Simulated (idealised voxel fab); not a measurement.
process module | voxel ribs on slabs
cross-section cut | 290 nm wide | cells 5 nm
A cross-section is a grid of square cells, given in bands from the top down. A band is one or more rows of cells.
Each band's line starts with the height of the band's top and of its bottom, in nm. Then come its materials from left to right, each with its width in nm. One material with "throughout" fills the band from edge to edge. "air" is empty space.
Height 0 is the level under which the wafer as received is all one material. The lowest band goes on downwards, as in "0 down".
A width such as "30 to 40" changes by the same amount from each row of cells to the next, from the band's top row to its bottom row.
"no change" after a step means that no cell of the cross-section changed.
closed voids: empty space of 8 cells or more with no open way to the top, each as width x height at its distance from the left edge, in nm
after a step's settings: what the simulator itself notes on the step
overlay nm, on a step with a mask: how far to the right of its planned place the mask lay; to the left if negative
plan
1 op RECEIVE | material Si
2 op DIRECTIONAL_DEP | material SiO2 | thk nm 20
3 op DIRECTIONAL_DEP | material polySi | thk nm 15
4 op MASKED_ETCH | tone cover | mask id RIB | width nm 20 | etch materials polySi | depth nm 10 | overlay nm 0
5 op MASKED_ETCH | tone cover | mask id SLAB | width nm 60 | etch materials polySi | depth nm 5 | overlay nm 0
6 op FILL_DEP | material SiO2 | thk nm 25
7 op CMP | height nm 55
8 op DIRECTIONAL_DEP | material TiN | thk nm 10
9 op DIRECTIONAL_DEP | material aC | thk nm 15
10 op PATTERN | tone cover | mask id HEATER | material resist | width nm 30 | thk nm 30 | overlay nm 0
11 op DIRECTIONAL_ETCH | etch materials aC | depth nm 15
12 op STRIP | etch materials resist
13 op DIRECTIONAL_ETCH | etch materials TiN | depth nm 10
14 op STRIP | etch materials aC
15 op CONFORMAL_DEP | material SiO2 | thk nm 5
as received, after step 1
  0 down: Si throughout
  closed voids: none
first wafer at the end, as planned
  70 to 65: air 125 | SiO2 40 | air 125
  65 to 60: air 125 | SiO2 5 | TiN 30 | SiO2 5 | air 125
  60 to 55: SiO2 130 | TiN 30 | SiO2 130
  55 to 35: SiO2 throughout
  35 to 25: SiO2 135 | polySi 20 | SiO2 135
  25 to 20: SiO2 115 | polySi 60 | SiO2 115
  20 to 0: SiO2 throughout
  0 down: Si throughout
  closed voids: none
second wafer at the end: like start, like plan, one mistake
  65 to 55: air 130 | TiN 30 | air 130
  55 to 35: SiO2 throughout
  35 to 25: SiO2 135 | polySi 20 | SiO2 135
  25 to 20: SiO2 115 | polySi 60 | SiO2 115
  20 to 0: SiO2 throughout
  0 down: Si throughout
  closed voids: none
what went wrong: step 15 was left out
at the end the second wafer has, in cells: 62 fewer of SiO2
